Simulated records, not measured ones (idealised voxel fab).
Title: Process Module voxel local oxidation
In the cross-section labelled cut, the width is 240 nm and each square cell is 5 nm.
Format of a cross-section: grid, square cells. Given as bands. Order: top down. Band: one or more rows of cells. What a band's entry tells you: where the top is and where the bottom is, as heights in nm, and after that what lies inside, material by material from left to right, each with its width in nm. Empty space is written as the word "blank", and a single material marked with the word "edge to edge" occupies the band from edge to edge. Zero point of the height axis is 0; under it, received wafer = one material. Lowest band: continues down indefinitely, "z 0 and below". Width spec "30->40" -> top row of cells at first value, bottom row at second value, equal per-row change in between. Key: "remained the same" - step with no changed cell in the cross-section. Heads up: "Closed internal voids" only lists the empty pockets with no open path to the top that are 8 cells or more, and it writes them as width x height at distance, distance from the left edge, in nm. What comes after the settings on a step's line is commentary from the simulator itself on that step. "overlay nm", when on a step's line for a step with a mask, measures how far to the right of its planned place the mask lay; a negative measure means to the left.

PLANNED STEP LIST FOR THE PROCESS
1: RECEIVE, material Si
2: OXIDIZE, depth nm 5
3: CONFORMAL_DEP, material SiN, thk nm 15
4: MASKED_ETCH, tone cover, mask id ACTIVE, width nm 115, etch materials SiN, depth nm 15, overlay nm 0
5: SELECTIVE_ETCH, etch materials SiO2, depth nm 5
6: OXIDIZE, depth nm 10
7: STRIP, etch materials SiN

DELIVERED WAFER IN CROSS-SECTION: STATE AFTER STEP 1
- z 0 and below  Si edge to edge
- Closed internal voids: none

THE MODULE WAS RUN FROM THE START SHOWN ABOVE USING THE PLAN SHOWN ABOVE, BUT ONE MISTAKE WAS MADE DOING IT; THE RESULTING WAFER CROSS-SECTION IS BELOW
- z 10 to -5  SiO2 edge to edge
- z -5 and below  Si edge to edge
- Closed internal voids: none
Processing error: not per plan at step 3, really ran CONFORMAL_DEP, material SiO2, thk nm 15
